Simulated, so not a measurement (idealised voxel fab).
process module | voxel gate over fins
cross-section cut | 230 nm wide | cells 5 nm
A cross-section is a grid of square cells, given in bands from the top down. A band is one or more rows of cells.
Each band's line starts with the height of the band's top and of its bottom, in nm. Then come its materials from left to right, each with its width in nm. One material with "throughout" fills the band from edge to edge. "air" is empty space.
Height 0 is the level under which the wafer as received is all one material. The lowest band goes on downwards, as in "0 down".
A width such as "30 to 40" changes by the same amount from each row of cells to the next, from the band's top row to its bottom row.
"no change" after a step means that no cell of the cross-section changed.
closed voids: empty space of 8 cells or more with no open way to the top, each as width x height at its distance from the left edge, in nm
after a step's settings: what the simulator itself notes on the step
overlay nm, on a step with a mask: how far to the right of its planned place the mask lay; to the left if negative
plan
1 op RECEIVE | material Si
2 op CONFORMAL_DEP | material SiN | thk nm 5
3 op MASKED_ETCH | tone cover | mask id FINS | width nm 15 | pitch nm 45 | etch materials SiN | depth nm 5 | overlay nm 0
4 op MASKED_ETCH | tone cover | mask id FINS | width nm 15 | pitch nm 45 | etch materials Si | depth nm 40 | overlay nm 0
5 op FILL_DEP | material SiO2 | thk nm 5
6 op CMP | height nm 5
7 op SELECTIVE_ETCH | etch materials SiO2 | depth nm 15
8 op STRIP | etch materials SiN
9 op CONFORMAL_DEP | material HfO2 | thk nm 5
10 op CONFORMAL_DEP | material TiN | thk nm 5
11 op FILL_DEP | material W | thk nm 10
12 op CMP | height nm 15
13 op CONFORMAL_DEP | material SiCN | thk nm 5
first wafer, as planned
as received, after step 1
  0 down: Si throughout
  closed voids: none
after step 2
  5 to 0: SiN throughout
  below 0: unchanged
after step 3
  5 to 0: air 85 | SiN 15 | air 30 | SiN 15 | air 85
  below 0: unchanged
after step 4
  5 to 0: air 85 | SiN 15 | air 30 | SiN 15 | air 85
  0 to -40: air 85 | Si 15 | air 30 | Si 15 | air 85
  below -40: unchanged
after step 5
  10 to 5: SiO2 throughout
  5 to 0: SiO2 85 | SiN 15 | SiO2 30 | SiN 15 | SiO2 85
  0 to -40: SiO2 85 | Si 15 | SiO2 30 | Si 15 | SiO2 85
  below -40: unchanged
after step 6
  5 to 0: SiO2 85 | SiN 15 | SiO2 30 | SiN 15 | SiO2 85
  below 0: unchanged
after step 7
  5 to 0: air 85 | SiN 15 | air 30 | SiN 15 | air 85
  0 to -10: air 85 | Si 15 | air 30 | Si 15 | air 85
  below -10: unchanged
after step 8
  0 to -10: air 85 | Si 15 | air 30 | Si 15 | air 85
  below -10: unchanged
after step 9
  5 to 0: air 80 | HfO2 25 | air 20 | HfO2 25 | air 80
  0 to -5: air 80 | HfO2 5 | Si 15 | HfO2 5 | air 20 | HfO2 5 | Si 15 | HfO2 5 | air 80
  -5 to -10: HfO2 85 | Si 15 | HfO2 30 | Si 15 | HfO2 85
  below -10: unchanged
after step 10
  10 to 5: air 75 | TiN 35 | air 10 | TiN 35 | air 75
  5 to 0: air 75 | TiN 5 | HfO2 25 | TiN 5 | air 10 | TiN 5 | HfO2 25 | TiN 5 | air 75
  0 to -5: TiN 80 | HfO2 5 | Si 15 | HfO2 5 | TiN 20 | HfO2 5 | Si 15 | HfO2 5 | TiN 80
  below -5: unchanged
after step 11
  20 to 10: W throughout
  10 to 5: W 75 | TiN 35 | W 10 | TiN 35 | W 75
  5 to 0: W 75 | TiN 5 | HfO2 25 | TiN 5 | W 10 | TiN 5 | HfO2 25 | TiN 5 | W 75
  below 0: unchanged
after step 12
  15 to 10: W throughout
  below 10: unchanged
after step 13
  20 to 15: SiCN throughout
  below 15: unchanged
second wafer: like start, like plan, one mistake. Through step 6 it matches the first wafer
when step 7 should have ended
  5 to 0: air 85 | SiN 15 | air 30 | SiN 15 | air 85
  0 to -25: air 85 | Si 15 | air 30 | Si 15 | air 85
  below -25: unchanged
when step 8 should have ended
  0 to -25: air 85 | Si 15 | air 30 | Si 15 | air 85
  below -25: unchanged
when step 9 should have ended
  5 to 0: air 80 | HfO2 25 | air 20 | HfO2 25 | air 80
  0 to -20: air 80 | HfO2 5 | Si 15 | HfO2 5 | air 20 | HfO2 5 | Si 15 | HfO2 5 | air 80
  -20 to -25: HfO2 85 | Si 15 | HfO2 30 | Si 15 | HfO2 85
  below -25: unchanged
when step 10 should have ended
  10 to 5: air 75 | TiN 35 | air 10 | TiN 35 | air 75
  5 to 0: air 75 | TiN 5 | HfO2 25 | TiN 5 | air 10 | TiN 5 | HfO2 25 | TiN 5 | air 75
  0 to -15: air 75 | TiN 5 | HfO2 5 | Si 15 | HfO2 5 | TiN 5 | air 10 | TiN 5 | HfO2 5 | Si 15 | HfO2 5 | TiN 5 | air 75
  -15 to -20: TiN 80 | HfO2 5 | Si 15 | HfO2 5 | TiN 20 | HfO2 5 | Si 15 | HfO2 5 | TiN 80
  below -20: unchanged
when step 11 should have ended
  20 to 10: W throughout
  10 to 5: W 75 | TiN 35 | W 10 | TiN 35 | W 75
  5 to 0: W 75 | TiN 5 | HfO2 25 | TiN 5 | W 10 | TiN 5 | HfO2 25 | TiN 5 | W 75
  0 to -15: W 75 | TiN 5 | HfO2 5 | Si 15 | HfO2 5 | TiN 5 | W 10 | TiN 5 | HfO2 5 | Si 15 | HfO2 5 | TiN 5 | W 75
  below -15: unchanged
when step 12 should have ended
  15 to 10: W throughout
  below 10: unchanged
when step 13 should have ended
  20 to 15: SiCN throughout
  below 15: unchanged
what went wrong: step 7 was run twice
at the end the second wafer has, in cells: 12 more of HfO2 | 120 fewer of SiO2 | 12 more of TiN | 96 more of W
